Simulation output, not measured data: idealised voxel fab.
process module | voxel self aligned vias
For reference, the cross-section in this document is cut, with width 300 nm and square cells of 5 nm.
Cross-section, as written here: a square-cell grid given band by band from the top down, where a band holds one or more rows of cells.
Within each band entry, the heights of the top and of the bottom of the band appear first, in that order and in nm; the materials of the band then follow from left to right, each with its corresponding width in nm. The designation "throughout" on a single material indicates that it fills the band from edge to edge; the designation "air" indicates empty space.
Heights are measured from 0, the level below which the as-received wafer is all one material; the lowest band has no bottom and continues downward, written as in "z 0 and below".
You'd read "30 to 40" like this: the band's top row of cells is as wide as the first number, its bottom row is as wide as the second, and going down, every row changes width by the same amount as the row before did.
"remained unchanged" means the step left every cell of the cross-section as it was.
Enclosed voids (no open way to top), threshold 8 cells or more, entry "Voids, sealed", notation width x height at distance, distance from left edge, nm.
On a step's line, text after the settings is the simulator commenting on that step.
"overlay nm", when on a step's line for a step with a mask, measures how far to the right of its planned place the mask lay; a negative measure means to the left.

Planned step list for the process
1,RECEIVE, material Si
2,CONFORMAL_DEP, material SiO2, thk nm 10
3,CONFORMAL_DEP, material SiCN, thk nm 5
4,DIRECTIONAL_DEP, material lowk, thk nm 30
5,MASKED_ETCH, tone open, mask id LINES, width nm 20, pitch nm 70, etch materials lowk, depth nm 30, overlay nm 0
6,CONFORMAL_DEP, material TiN, thk nm 5
7,FILL_DEP, material Ru, thk nm 10
8,CMP, height nm 45
9,SELECTIVE_ETCH, etch materials W Ru TiN, depth nm 10
10,FILL_DEP, material SiN, thk nm 5
11,CMP, height nm 45
12,DIRECTIONAL_DEP, material lowk, thk nm 20
13,DIRECTIONAL_DEP, material aC, thk nm 15
14,PATTERN, tone open, mask id VIAS, material resist, width nm 40, pitch nm 140, thk nm 30, overlay nm 0
15,DIRECTIONAL_ETCH, etch materials aC, depth nm 15
16,STRIP, etch materials resist
17,DIRECTIONAL_ETCH, etch materials lowk, depth nm 20
18,DIRECTIONAL_ETCH, etch materials SiN, depth nm 10
19,STRIP, etch materials aC
20,CONFORMAL_DEP, material TiN, thk nm 5
21,FILL_DEP, material Cu, thk nm 5
22,CMP, height nm 65
23,CONFORMAL_DEP, material SiCN, thk nm 5

Wafer cross-section on receipt, i.e. after step 1
- z 0 and below = Si throughout
- Voids, sealed: none

First of two wafers: cross-section at end of module, run per plan
- z 70 to 65 = SiCN throughout
- z 65 to 50 = lowk (60), TiN (5), Cu (30), TiN (5), lowk (100), TiN (5), Cu (30), TiN (5), lowk (60)
- z 50 to 45 = lowk (60), TiN (15), Cu (10), TiN (15), lowk (100), TiN (15), Cu (10), TiN (15), lowk (60)
- z 45 to 40 = lowk (70), TiN (5), Cu (10), TiN (5), lowk (50), SiN (20), lowk (50), TiN (5), Cu (10), TiN (5), lowk (70)
- z 40 to 35 = lowk (70), TiN (20), lowk (50), SiN (20), lowk (50), TiN (20), lowk (70)
- z 35 to 20 = lowk (70), TiN (5), Ru (10), TiN (5), lowk (50), TiN (5), Ru (10), TiN (5), lowk (50), TiN (5), Ru (10), TiN (5), lowk (70)
- z 20 to 15 = lowk (70), TiN (20), lowk (50), TiN (20), lowk (50), TiN (20), lowk (70)
- z 15 to 10 = SiCN throughout
- z 10 to 0 = SiO2 throughout
- z 0 and below = Si throughout
- Voids, sealed: none

What the second wafer looks like in cross-section once the module is done. Its start and its plan matched the first wafer's exactly; what differed was one mistake in how it was run
- z 70 to 65 = SiCN throughout
- z 65 to 45 = lowk (60), TiN (5), Cu (30), TiN (5), lowk (100), TiN (5), Cu (30), TiN (5), lowk (60)
- z 45 to 40 = lowk (60), TiN (15), Cu (10), TiN (15), lowk (40), SiN (20), lowk (40), TiN (15), Cu (10), TiN (15), lowk (60)
- z 40 to 35 = lowk (70), TiN (20), lowk (50), SiN (20), lowk (50), TiN (20), lowk (70)
- z 35 to 20 = lowk (70), TiN (5), Ru (10), TiN (5), lowk (50), TiN (5), Ru (10), TiN (5), lowk (50), TiN (5), Ru (10), TiN (5), lowk (70)
- z 20 to 15 = lowk (70), TiN (20), lowk (50), TiN (20), lowk (50), TiN (20), lowk (70)
- z 15 to 10 = SiCN throughout
- z 10 to 0 = SiO2 throughout
- z 0 and below = Si throughout
- Voids, sealed: none
Which mistake was made when the wafer was run? step 17 ran with different settings than intended, the actual operation and settings being DIRECTIONAL_ETCH, etch materials lowk, depth nm 25
The closing comparison, in cells, has the second wafer with more or fewer of some materials than the first: 8 more of Cu, 8 fewer of lowk
